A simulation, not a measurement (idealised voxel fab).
The process module presented herein is designated voxel transistor to metal.
The width of the displayed cross-section, cut, is 185 nm; its cells are square, with a size of 5 nm.
If you're reading a cross-section in this doc, picture square cells in a grid; it comes to you as bands, top ones listed first down to the bottom, and a band can be one or more rows of cells. In this notation a band is specified by the heights of its top and bottom, in that order and in nm, after which its materials appear from left to right, each paired with its width in nm. The word "edge to edge" attached to a single material means that material fills the band from edge to edge; the word "blank" stands for empty space. We count height from 0. Below that, the starting wafer is all one material. The lowest band never ends at the bottom but goes on down; see "0 and below" for how that is written. Graded width ("30->40"): value in top row of band = first number; value in bottom row = second number; row-to-row change constant. Where the words "no modifications" appear for a step, the cross-section shows no cell changed by that step; every cell remained as before. In "Non-vented voids" the enclosed voids are listed, meaning empty spaces of 8 cells or larger without any opening to the top. The form is width x height at distance, distance from the left edge, units nm. Text after the settings on a step's line: the simulator's own remark on that step. The "overlay nm" setting may appear on a step's line; for a step that uses a mask, it gives how far to the right of its planned position the mask lay, and a negative value indicates the left.
[The steps planned for the process are as follows]
1: RECEIVE, material Si
2: OXIDIZE, depth nm 5
3: CONFORMAL_DEP, material SiN, thk nm 15
4: PATTERN, tone cover, mask id ACTIVE, material resist, width nm 115, thk nm 15, overlay nm 0
5: DIRECTIONAL_ETCH, etch materials SiN, depth nm 15
6: DIRECTIONAL_ETCH, etch materials SiO2, depth nm 5
7: DIRECTIONAL_ETCH, etch materials Si, depth nm 30
8: STRIP, etch materials resist
9: OXIDIZE, depth nm 5
10: FILL_DEP, material SiO2, thk nm 10
11: CMP, height nm 15
12: SELECTIVE_ETCH, etch materials SiO2, depth nm 10
13: STRIP, etch materials SiN
14: SELECTIVE_ETCH, etch materials SiO2, depth nm 5
15: OXIDIZE, depth nm 5
16: DIRECTIONAL_DEP, material polySi, thk nm 30
17: DIRECTIONAL_DEP, material SiCN, thk nm 15
18: PATTERN, tone cover, mask id GATE, material resist, width nm 35, thk nm 20, overlay nm 0
19: DIRECTIONAL_ETCH, etch materials SiCN, depth nm 25
20: DIRECTIONAL_ETCH, etch materials polySi, depth nm 40
21: STRIP, etch materials resist
22: CONFORMAL_DEP, material SiN, thk nm 5
23: DIRECTIONAL_ETCH, etch materials SiN, depth nm 5
24: DIRECTIONAL_ETCH, etch materials SiO2, depth nm 5
25: DIRECTIONAL_ETCH, etch materials Si, depth nm 10
26: EPI, material pSi, thk nm 15
27: FILL_DEP, material SiO2, thk nm 5
28: CMP, height nm 25
29: STRIP, etch materials polySi
30: SELECTIVE_ETCH, etch materials SiO2, depth nm 5
31: CONFORMAL_DEP, material HfO2, thk nm 5
32: CONFORMAL_DEP, material TiN, thk nm 5
33: FILL_DEP, material W, thk nm 10
34: CMP, height nm 20
35: DIRECTIONAL_DEP, material SiO2, thk nm 10
36: PATTERN, tone open, mask id CONTACT, material resist, width nm 15, pitch nm 90, thk nm 15, overlay nm 0
37: DIRECTIONAL_ETCH, etch materials SiO2, depth nm 35
38: STRIP, etch materials resist
39: CONFORMAL_DEP, material TiN, thk nm 5
40: FILL_DEP, material W, thk nm 10
41: CMP, height nm 30
42: CONFORMAL_DEP, material SiCN, thk nm 5
43: DIRECTIONAL_DEP, material lowk, thk nm 25
44: PATTERN, tone open, mask id METAL_1, material resist, width nm 15, pitch nm 90, thk nm 15, overlay nm 0
45: DIRECTIONAL_ETCH, etch materials lowk, depth nm 25
46: DIRECTIONAL_ETCH, etch materials SiCN, depth nm 5
47: STRIP, etch materials resist
48: CONFORMAL_DEP, material TiN, thk nm 5
49: FILL_DEP, material Cu, thk nm 10
50: CMP, height nm 60
51: EPI, material Ru, thk nm 5
52: FILL_DEP, material SiCN, thk nm 5
53: DIRECTIONAL_DEP, material lowk, thk nm 30
54: MASKED_ETCH, tone open, mask id METAL_2, width nm 15, pitch nm 90, etch materials lowk, depth nm 20, overlay nm 0
55: PATTERN, tone open, mask id METAL_2_HOLES, material resist, width nm 15, pitch nm 90, thk nm 20, overlay nm 0
56: DIRECTIONAL_ETCH, etch materials lowk, depth nm 10
57: DIRECTIONAL_ETCH, etch materials SiCN, depth nm 5
58: STRIP, etch materials resist
59: CONFORMAL_DEP, material TiN, thk nm 5
60: FILL_DEP, material Cu, thk nm 5
61: CMP, height nm 100
62: CONFORMAL_DEP, material SiCN, thk nm 5
[Received-state cross-section, reflecting completion of step 1]
* 0 and below | Si edge to edge
* Non-vented voids: none
[Cross-section: first of two wafers, module finished, run according to plan]
* 105 down to 100 | SiCN edge to edge
* 100 down to 70 | lowk 40 nm  TiN 5 nm  Cu 5 nm  TiN 5 nm  lowk 75 nm  TiN 5 nm  Cu 5 nm  TiN 5 nm  lowk 40 nm
* 70 down to 65 | SiCN 40 nm  TiN 15 nm  SiCN 75 nm  TiN 15 nm  SiCN 40 nm
* 65 down to 60 | SiCN 35 nm  Ru 25 nm  SiCN 65 nm  Ru 25 nm  SiCN 35 nm
* 60 down to 35 | lowk 40 nm  TiN 5 nm  Cu 5 nm  TiN 5 nm  lowk 75 nm  TiN 5 nm  Cu 5 nm  TiN 5 nm  lowk 40 nm
* 35 down to 30 | SiCN 40 nm  TiN 15 nm  SiCN 75 nm  TiN 15 nm  SiCN 40 nm
* 30 down to 20 | SiO2 40 nm  TiN 5 nm  W 5 nm  TiN 5 nm  SiO2 75 nm  TiN 5 nm  W 5 nm  TiN 5 nm  SiO2 40 nm
* 20 down to 5 | SiO2 40 nm  TiN 5 nm  W 5 nm  TiN 5 nm  SiO2 15 nm  SiN 5 nm  HfO2 5 nm  TiN 5 nm  W 15 nm  TiN 5 nm  HfO2 5 nm  SiN 5 nm  SiO2 15 nm  TiN 5 nm  W 5 nm  TiN 5 nm  SiO2 40 nm
* 5 down to 0 | SiO2 40 nm  TiN 5 nm  W 5 nm  TiN 5 nm  pSi 15 nm  SiN 5 nm  HfO2 5 nm  TiN 5 nm  W 15 nm  TiN 5 nm  HfO2 5 nm  SiN 5 nm  pSi 15 nm  TiN 5 nm  W 5 nm  TiN 5 nm  SiO2 40 nm
* 0 down to -5 | SiO2 30 nm  SiN 5 nm  SiO2 5 nm  TiN 15 nm  pSi 15 nm  SiN 5 nm  HfO2 5 nm  TiN 25 nm  HfO2 5 nm  SiN 5 nm  pSi 15 nm  TiN 15 nm  SiO2 5 nm  SiN 5 nm  SiO2 30 nm
* -5 down to -10 | SiO2 35 nm  pSi 35 nm  HfO2 45 nm  pSi 35 nm  SiO2 35 nm
* -10 down to -20 | SiO2 40 nm  pSi 30 nm  Si 45 nm  pSi 30 nm  SiO2 40 nm
* -20 down to -40 | SiO2 40 nm  Si 105 nm  SiO2 40 nm
* -40 and below | Si edge to edge
* Non-vented voids: none
[Wafer two, end of module, cross-section. Same start, same plan as wafer one. One mistake in the run]
* 105 down to 100 | SiCN edge to edge
* 100 down to 70 | lowk 40 nm  TiN 5 nm  Cu 5 nm  TiN 5 nm  lowk 75 nm  TiN 5 nm  Cu 5 nm  TiN 5 nm  lowk 40 nm
* 70 down to 65 | SiCN 40 nm  TiN 15 nm  SiCN 75 nm  TiN 15 nm  SiCN 40 nm
* 65 down to 60 | SiCN 35 nm  Ru 25 nm  SiCN 65 nm  Ru 25 nm  SiCN 35 nm
* 60 down to 35 | lowk 40 nm  TiN 5 nm  Cu 5 nm  TiN 5 nm  lowk 75 nm  TiN 5 nm  Cu 5 nm  TiN 5 nm  lowk 40 nm
* 35 down to 30 | SiCN 40 nm  TiN 15 nm  SiCN 75 nm  TiN 15 nm  SiCN 40 nm
* 30 down to 25 | SiO2 40 nm  TiN 5 nm  W 5 nm  TiN 5 nm  SiO2 75 nm  TiN 5 nm  W 5 nm  TiN 5 nm  SiO2 40 nm
* 25 down to 20 | SiO2 40 nm  TiN 15 nm  SiO2 75 nm  TiN 15 nm  SiO2 40 nm
* 20 down to 5 | W 65 nm  TiN 5 nm  HfO2 5 nm  SiN 5 nm  SiO2 25 nm  SiN 5 nm  HfO2 5 nm  TiN 5 nm  W 65 nm
* 5 down to 0 | TiN 35 nm  W 30 nm  TiN 5 nm  HfO2 5 nm  SiN 5 nm  pSi 25 nm  SiN 5 nm  HfO2 5 nm  TiN 5 nm  W 30 nm  TiN 35 nm
* 0 down to -5 | HfO2 30 nm  TiN 40 nm  HfO2 5 nm  SiN 5 nm  pSi 25 nm  SiN 5 nm  HfO2 5 nm  TiN 40 nm  HfO2 30 nm
* -5 down to -10 | SiO2 25 nm  HfO2 55 nm  pSi 25 nm  HfO2 55 nm  SiO2 25 nm
* -10 down to -20 | SiO2 40 nm  Si 40 nm  pSi 25 nm  Si 40 nm  SiO2 40 nm
* -20 down to -40 | SiO2 40 nm  Si 105 nm  SiO2 40 nm
* -40 and below | Si edge to edge
* Non-vented voids: none
Where did the run depart from the plan? not per plan at step 18, really ran PATTERN, tone open, mask id GATE, material resist, width nm 35, thk nm 20, overlay nm 0
Final wafer comparison in cells, second versus first, more or fewer per material: HfO2: 25 more, Si: 14 more, SiN: 2 fewer, SiO2: 85 fewer, TiN: 5 more, W: 68 more, pSi: 25 fewer
